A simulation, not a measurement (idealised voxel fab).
Presented below is a process module, voxel wiring stack.
The figure presents cross-section cut, which has a width of 195 nm and is divided into square cells with an edge length of 5 nm.
Format of a cross-section: grid, square cells. Given as bands. Order: top down. Band: one or more rows of cells.
The band entry comprises the height of the band's top followed by the height of its bottom, expressed in nm, and subsequently the band's materials from left to right, each stated together with its width in nm. Where a single material is marked with the word "full width", that material fills the band from edge to edge. The word "empty" represents empty space.
Heights are measured from 0, the level below which the as-received wafer is all one material; the lowest band has no bottom and continues downward, written as in "0..down".
Note: "30..40" means the width goes from the first number (top row of the band) to the second number (bottom row) in equal steps per row of cells.
"no modifications" for a step: no cell of the cross-section changed in that step.
In the "Encapsulated voids" entry, you get each enclosed empty space of 8 cells or more, one with no open way to the top, written width x height at distance, distance from the left edge, in nm.
Formally, on a step line, whatever follows the settings is a remark that the simulator itself makes on the step.
On any step carrying a mask, the "overlay nm" setting, if present on the step's line, tells how far right of its planned place the mask lay; negative values point to the left.
# Below is the list of planned process steps
step 1: RECEIVE, material Si
step 2: CONFORMAL_DEP, material SiO2, thk nm 15
step 3: DIRECTIONAL_DEP, material TiN, thk nm 5
step 4: DIRECTIONAL_DEP, material Ru, thk nm 20
step 5: PATTERN, tone cover, mask id METAL_1, material resist, width nm 20, pitch nm 45, thk nm 20, overlay nm 0
step 6: DIRECTIONAL_ETCH, etch materials Ru, depth nm 20
step 7: DIRECTIONAL_ETCH, etch materials TiN, depth nm 5
step 8: STRIP, etch materials resist
step 9: FILL_DEP, material lowk, thk nm 10
step 10: CMP, height nm 40
step 11: CONFORMAL_DEP, material SiCN, thk nm 5
step 12: DIRECTIONAL_DEP, material lowk, thk nm 15
step 13: DIRECTIONAL_DEP, material aC, thk nm 15
step 14: PATTERN, tone open, mask id PLUG_1, material resist, width nm 15, pitch nm 45, thk nm 35, overlay nm 0
step 15: DIRECTIONAL_ETCH, etch materials aC, depth nm 15
step 16: STRIP, etch materials resist
step 17: DIRECTIONAL_ETCH, etch materials lowk, depth nm 15
step 18: DIRECTIONAL_ETCH, etch materials SiCN, depth nm 5
step 19: STRIP, etch materials aC
step 20: EPI, material Ru, thk nm 10
step 21: EPI, material Ru, thk nm 10
step 22: CONFORMAL_DEP, material SiN, thk nm 5
step 23: DIRECTIONAL_DEP, material SiO2, thk nm 15
step 24: DIRECTIONAL_DEP, material aC, thk nm 10
step 25: PATTERN, tone open, mask id METAL_2, material resist, width nm 20, pitch nm 45, thk nm 30, overlay nm 0
step 26: DIRECTIONAL_ETCH, etch materials aC, depth nm 10
step 27: STRIP, etch materials resist
step 28: DIRECTIONAL_ETCH, etch materials SiO2, depth nm 15
step 29: DIRECTIONAL_ETCH, etch materials SiN, depth nm 5
step 30: STRIP, etch materials aC
step 31: CONFORMAL_DEP, material TiN, thk nm 5
step 32: FILL_DEP, material Cu, thk nm 10
step 33: CMP, height nm 80
step 34: CONFORMAL_DEP, material SiCN, thk nm 5
step 35: DIRECTIONAL_DEP, material lowk, thk nm 30
step 36: DIRECTIONAL_DEP, material aC, thk nm 15
step 37: PATTERN, tone open, mask id METAL_3, material resist, width nm 20, pitch nm 45, thk nm 35, overlay nm 0
step 38: DIRECTIONAL_ETCH, etch materials aC, depth nm 15
step 39: STRIP, etch materials resist
step 40: DIRECTIONAL_ETCH, etch materials lowk, depth nm 15
step 41: STRIP, etch materials aC
step 42: MASKED_ETCH, tone open, mask id METAL_3_HOLES, width nm 15, pitch nm 45, etch materials lowk, depth nm 15, overlay nm 0
step 43: MASKED_ETCH, tone open, mask id METAL_3_HOLES, width nm 15, pitch nm 45, etch materials SiCN, depth nm 5, overlay nm 0
step 44: CONFORMAL_DEP, material TiN, thk nm 5
step 45: FILL_DEP, material Cu, thk nm 5
step 46: CMP, height nm 115
step 47: CONFORMAL_DEP, material SiCN, thk nm 5
step 48: DIRECTIONAL_DEP, material lowk, thk nm 10
step 49: MASKED_ETCH, tone open, mask id PLUG_3, width nm 15, pitch nm 45, etch materials lowk, depth nm 10, overlay nm 0
step 50: MASKED_ETCH, tone open, mask id PLUG_3, width nm 15, pitch nm 45, etch materials SiCN, depth nm 5, overlay nm 0
step 51: CONFORMAL_DEP, material TiN, thk nm 5
step 52: FILL_DEP, material Cu, thk nm 5
step 53: CMP, height nm 130
step 54: CONFORMAL_DEP, material SiCN, thk nm 5
step 55: DIRECTIONAL_DEP, material SiO2, thk nm 25
step 56: DIRECTIONAL_DEP, material aC, thk nm 10
step 57: PATTERN, tone open, mask id METAL_4, material resist, width nm 20, pitch nm 45, thk nm 25, overlay nm 0
step 58: DIRECTIONAL_ETCH, etch materials aC, depth nm 10
step 59: STRIP, etch materials resist
step 60: DIRECTIONAL_ETCH, etch materials SiO2, depth nm 25
step 61: DIRECTIONAL_ETCH, etch materials SiCN, depth nm 5
step 62: STRIP, etch materials aC
step 63: CONFORMAL_DEP, material TiN, thk nm 5
step 64: FILL_DEP, material Cu, thk nm 5
step 65: CMP, height nm 160
step 66: CONFORMAL_DEP, material SiCN, thk nm 5
# Cross-section of the wafer upon arrival, representing the state reached after step 1
- 0..down = Si full width
- Encapsulated voids: none
# Final wafer profile in cross-section after the module, from the same start and plan as above, with one mistake made during processing
- 165..160 = SiCN full width
- 160..135 = SiO2 40 nm | TiN 5 nm | Cu 10 nm | TiN 5 nm | SiO2 25 nm | TiN 5 nm | Cu 10 nm | TiN 5 nm | SiO2 25 nm | TiN 5 nm | Cu 10 nm | TiN 5 nm | SiO2 45 nm
- 135..130 = SiCN 40 nm | TiN 20 nm | SiCN 25 nm | TiN 20 nm | SiCN 25 nm | TiN 20 nm | SiCN 45 nm
- 130..120 = lowk 40 nm | TiN 5 nm | Cu 5 nm | TiN 5 nm | lowk 30 nm | TiN 5 nm | Cu 5 nm | TiN 5 nm | lowk 30 nm | TiN 5 nm | Cu 5 nm | TiN 5 nm | lowk 50 nm
- 120..115 = SiCN 40 nm | TiN 15 nm | SiCN 30 nm | TiN 15 nm | SiCN 30 nm | TiN 15 nm | SiCN 50 nm
- 115..105 = lowk 40 nm | TiN 5 nm | Cu 10 nm | TiN 5 nm | lowk 25 nm | TiN 5 nm | Cu 10 nm | TiN 5 nm | lowk 25 nm | TiN 5 nm | Cu 10 nm | TiN 5 nm | lowk 45 nm
- 105..100 = lowk 40 nm | TiN 5 nm | Cu 5 nm | TiN 10 nm | lowk 25 nm | TiN 5 nm | Cu 5 nm | TiN 10 nm | lowk 25 nm | TiN 5 nm | Cu 5 nm | TiN 10 nm | lowk 45 nm
- 100..85 = lowk 40 nm | TiN 5 nm | Cu 5 nm | TiN 5 nm | lowk 30 nm | TiN 5 nm | Cu 5 nm | TiN 5 nm | lowk 30 nm | TiN 5 nm | Cu 5 nm | TiN 5 nm | lowk 50 nm
- 85..80 = SiCN 40 nm | TiN 15 nm | SiCN 30 nm | TiN 15 nm | SiCN 30 nm | TiN 15 nm | SiCN 50 nm
- 80..65 = SiO2 40 nm | TiN 5 nm | Cu 10 nm | TiN 5 nm | SiO2 25 nm | TiN 5 nm | Cu 10 nm | TiN 5 nm | SiO2 25 nm | TiN 5 nm | Cu 10 nm | TiN 5 nm | SiO2 45 nm
- 65..60 = SiN 40 nm | TiN 20 nm | SiN 25 nm | TiN 20 nm | SiN 25 nm | TiN 20 nm | SiN 45 nm
- 60..45 = lowk 40 nm | Ru 15 nm | lowk 30 nm | Ru 15 nm | lowk 30 nm | Ru 15 nm | lowk 50 nm
- 45..40 = SiCN 40 nm | Ru 15 nm | SiCN 30 nm | Ru 15 nm | SiCN 30 nm | Ru 15 nm | SiCN 50 nm
- 40..35 = lowk 40 nm | Ru 20 nm | lowk 25 nm | Ru 20 nm | lowk 25 nm | Ru 20 nm | lowk 45 nm
- 35..30 = lowk 40 nm | TiN 20 nm | lowk 25 nm | TiN 20 nm | lowk 25 nm | TiN 20 nm | lowk 45 nm
- 30..0 = SiO2 full width
- 0..down = Si full width
- Encapsulated voids: none
Deviation noted in wafer processing: plan step 2 ran twice
